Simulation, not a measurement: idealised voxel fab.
process module | voxel self aligned contacts
cross-section cut | 275 nm wide | cells 5 nm
A cross-section is a grid of square cells, given in bands from the top down. A band is one or more rows of cells.
Each band's line starts with the height of the band's top and of its bottom, in nm. Then come its materials from left to right, each with its width in nm. One material with "throughout" fills the band from edge to edge. "air" is empty space.
Height 0 is the level under which the wafer as received is all one material. The lowest band goes on downwards, as in "0 down".
A width such as "30 to 40" changes by the same amount from each row of cells to the next, from the band's top row to its bottom row.
"no change" after a step means that no cell of the cross-section changed.
closed voids: empty space of 8 cells or more with no open way to the top, each as width x height at its distance from the left edge, in nm
after a step's settings: what the simulator itself notes on the step
overlay nm, on a step with a mask: how far to the right of its planned place the mask lay; to the left if negative
plan
1 op RECEIVE | material Si
2 op OXIDIZE | depth nm 5
3 op DIRECTIONAL_DEP | material polySi | thk nm 25
4 op DIRECTIONAL_DEP | material SiN | thk nm 15
5 op DIRECTIONAL_DEP | material aC | thk nm 10
6 op PATTERN | tone cover | mask id GATE | material resist | width nm 35 | pitch nm 65 | thk nm 25 | overlay nm 0
7 op DIRECTIONAL_ETCH | etch materials aC | depth nm 10
8 op STRIP | etch materials resist
9 op DIRECTIONAL_ETCH | etch materials SiN | depth nm 15
10 op DIRECTIONAL_ETCH | etch materials polySi | depth nm 25
11 op STRIP | etch materials aC
12 op CONFORMAL_DEP | material SiN | thk nm 5
13 op DIRECTIONAL_ETCH | etch materials SiN | depth nm 5
14 op FILL_DEP | material SiO2 | thk nm 20
15 op CMP | height nm 50
16 op DIRECTIONAL_DEP | material aC | thk nm 15
17 op PATTERN | tone open | mask id CONTACT | material resist | width nm 50 | thk nm 35 | overlay nm 0
18 op DIRECTIONAL_ETCH | etch materials aC | depth nm 15
19 op STRIP | etch materials resist
20 op DIRECTIONAL_ETCH | etch materials SiO2 | depth nm 55
21 op STRIP | etch materials aC
22 op CONFORMAL_DEP | material TiN | thk nm 5
23 op FILL_DEP | material Ru | thk nm 5
24 op CMP | height nm 50
25 op CONFORMAL_DEP | material SiN | thk nm 5
first wafer, as planned
as received, after step 1
  0 down: Si throughout
  closed voids: none
after step 2
  0 to -5: SiO2 throughout
  below -5: unchanged
after step 3
  25 to 0: polySi throughout
  below 0: unchanged
after step 4
  40 to 25: SiN throughout
  below 25: unchanged
after step 5
  50 to 40: aC throughout
  below 40: unchanged
after step 6
  75 to 50: air 85 | resist 35 | air 30 | resist 35 | air 90
  below 50: unchanged
after step 7
  65 to 50: air 85 | resist 35 | air 30 | resist 35 | air 90
  50 to 40: air 85 | aC 35 | air 30 | aC 35 | air 90
  below 40: unchanged
after step 8
  50 to 40: air 85 | aC 35 | air 30 | aC 35 | air 90
  below 40: unchanged
after step 9
  50 to 40: air 85 | aC 35 | air 30 | aC 35 | air 90
  40 to 25: air 85 | SiN 35 | air 30 | SiN 35 | air 90
  below 25: unchanged
after step 10
  50 to 40: air 85 | aC 35 | air 30 | aC 35 | air 90
  40 to 25: air 85 | SiN 35 | air 30 | SiN 35 | air 90
  25 to 0: air 85 | polySi 35 | air 30 | polySi 35 | air 90
  below 0: unchanged
after step 11
  40 to 25: air 85 | SiN 35 | air 30 | SiN 35 | air 90
  below 25: unchanged
after step 12
  45 to 25: air 80 | SiN 45 | air 20 | SiN 45 | air 85
  25 to 5: air 80 | SiN 5 | polySi 35 | SiN 5 | air 20 | SiN 5 | polySi 35 | SiN 5 | air 85
  5 to 0: SiN 85 | polySi 35 | SiN 30 | polySi 35 | SiN 90
  below 0: unchanged
after step 13
  40 to 25: air 80 | SiN 45 | air 20 | SiN 45 | air 85
  25 to 0: air 80 | SiN 5 | polySi 35 | SiN 5 | air 20 | SiN 5 | polySi 35 | SiN 5 | air 85
  below 0: unchanged
after step 14
  60 to 40: SiO2 throughout
  40 to 25: SiO2 80 | SiN 45 | SiO2 20 | SiN 45 | SiO2 85
  25 to 0: SiO2 80 | SiN 5 | polySi 35 | SiN 5 | SiO2 20 | SiN 5 | polySi 35 | SiN 5 | SiO2 85
  below 0: unchanged
after step 15
  50 to 40: SiO2 throughout
  below 40: unchanged
after step 16
  65 to 50: aC throughout
  below 50: unchanged
after step 17
  100 to 65: resist 110 | air 50 | resist 115
  below 65: unchanged
after step 18
  85 to 65: resist 110 | air 50 | resist 115
  65 to 50: aC 110 | air 50 | aC 115
  below 50: unchanged
after step 19
  65 to 50: aC 110 | air 50 | aC 115
  below 50: unchanged
after step 20
  65 to 50: aC 110 | air 50 | aC 115
  50 to 40: SiO2 110 | air 50 | SiO2 115
  40 to 25: SiO2 80 | SiN 45 | air 20 | SiN 45 | SiO2 85
  25 to 0: SiO2 80 | SiN 5 | polySi 35 | SiN 5 | air 20 | SiN 5 | polySi 35 | SiN 5 | SiO2 85
  0 to -5: SiO2 125 | air 20 | SiO2 130
  below -5: unchanged
after step 21
  50 to 40: SiO2 110 | air 50 | SiO2 115
  below 40: unchanged
after step 22
  55 to 50: TiN 115 | air 40 | TiN 120
  50 to 40: SiO2 110 | TiN 5 to 20 | air 40 to 10 | TiN 5 to 20 | SiO2 115
  40 to 25: SiO2 80 | SiN 45 | TiN 5 | air 10 | TiN 5 | SiN 45 | SiO2 85
  25 to 0: SiO2 80 | SiN 5 | polySi 35 | SiN 5 | TiN 5 | air 10 | TiN 5 | SiN 5 | polySi 35 | SiN 5 | SiO2 85
  0 to -5: SiO2 125 | TiN 20 | SiO2 130
  below -5: unchanged
after step 23
  60 to 55: Ru throughout
  55 to 50: TiN 115 | Ru 40 | TiN 120
  50 to 40: SiO2 110 | TiN 5 to 20 | Ru 40 to 10 | TiN 5 to 20 | SiO2 115
  40 to 25: SiO2 80 | SiN 45 | TiN 5 | Ru 10 | TiN 5 | SiN 45 | SiO2 85
  25 to 0: SiO2 80 | SiN 5 | polySi 35 | SiN 5 | TiN 5 | Ru 10 | TiN 5 | SiN 5 | polySi 35 | SiN 5 | SiO2 85
  below 0: unchanged
after step 24
  50 to 40: SiO2 110 | TiN 5 to 20 | Ru 40 to 10 | TiN 5 to 20 | SiO2 115
  below 40: unchanged
after step 25
  55 to 50: SiN throughout
  below 50: unchanged
second wafer: like start, like plan, one mistake. Through step 3 it matches the first wafer
when step 4 should have ended
  55 to 25: SiN throughout
  below 25: unchanged
when step 5 should have ended
  65 to 55: aC throughout
  below 55: unchanged
when step 6 should have ended
  90 to 65: air 85 | resist 35 | air 30 | resist 35 | air 90
  below 65: unchanged
when step 7 should have ended
  80 to 65: air 85 | resist 35 | air 30 | resist 35 | air 90
  65 to 55: air 85 | aC 35 | air 30 | aC 35 | air 90
  below 55: unchanged
when step 8 should have ended
  65 to 55: air 85 | aC 35 | air 30 | aC 35 | air 90
  below 55: unchanged
when step 9 should have ended
  65 to 55: air 85 | aC 35 | air 30 | aC 35 | air 90
  55 to 40: air 85 | SiN 35 | air 30 | SiN 35 | air 90
  below 40: unchanged
when step 10 should have ended: no change
when step 11 should have ended
  55 to 40: air 85 | SiN 35 | air 30 | SiN 35 | air 90
  below 40: unchanged
when step 12 should have ended
  60 to 45: air 80 | SiN 45 | air 20 | SiN 45 | air 85
  45 to 25: SiN throughout
  below 25: unchanged
when step 13 should have ended
  55 to 40: air 80 | SiN 45 | air 20 | SiN 45 | air 85
  below 40: unchanged
when step 14 should have ended
  75 to 55: SiO2 throughout
  55 to 40: SiO2 80 | SiN 45 | SiO2 20 | SiN 45 | SiO2 85
  below 40: unchanged
when step 15 should have ended
  50 to 40: SiO2 80 | SiN 45 | SiO2 20 | SiN 45 | SiO2 85
  below 40: unchanged
when step 16 should have ended
  65 to 50: aC throughout
  below 50: unchanged
when step 17 should have ended
  100 to 65: resist 110 | air 50 | resist 115
  below 65: unchanged
when step 18 should have ended
  85 to 65: resist 110 | air 50 | resist 115
  65 to 50: aC 110 | air 50 | aC 115
  below 50: unchanged
when step 19 should have ended
  65 to 50: aC 110 | air 50 | aC 115
  below 50: unchanged
when step 20 should have ended
  65 to 50: aC 110 | air 50 | aC 115
  50 to 40: SiO2 80 | SiN 45 | air 20 | SiN 45 | SiO2 85
  below 40: unchanged
when step 21 should have ended
  50 to 40: SiO2 80 | SiN 45 | air 20 | SiN 45 | SiO2 85
  below 40: unchanged
when step 22 should have ended
  55 to 50: TiN 130 | air 10 | TiN 135
  50 to 45: SiO2 80 | SiN 45 | TiN 5 | air 10 | TiN 5 | SiN 45 | SiO2 85
  45 to 40: SiO2 80 | SiN 45 | TiN 20 | SiN 45 | SiO2 85
  below 40: unchanged
when step 23 should have ended
  60 to 55: Ru throughout
  55 to 50: TiN 130 | Ru 10 | TiN 135
  50 to 45: SiO2 80 | SiN 45 | TiN 5 | Ru 10 | TiN 5 | SiN 45 | SiO2 85
  below 45: unchanged
when step 24 should have ended
  50 to 45: SiO2 80 | SiN 45 | TiN 5 | Ru 10 | TiN 5 | SiN 45 | SiO2 85
  below 45: unchanged
when step 25 should have ended
  55 to 50: SiN throughout
  below 50: unchanged
what went wrong: step 4 was run twice
at the end the second wafer has, in cells: 24 fewer of Ru | 127 more of SiN | 284 fewer of SiO2 | 24 fewer of TiN | 205 more of polySi
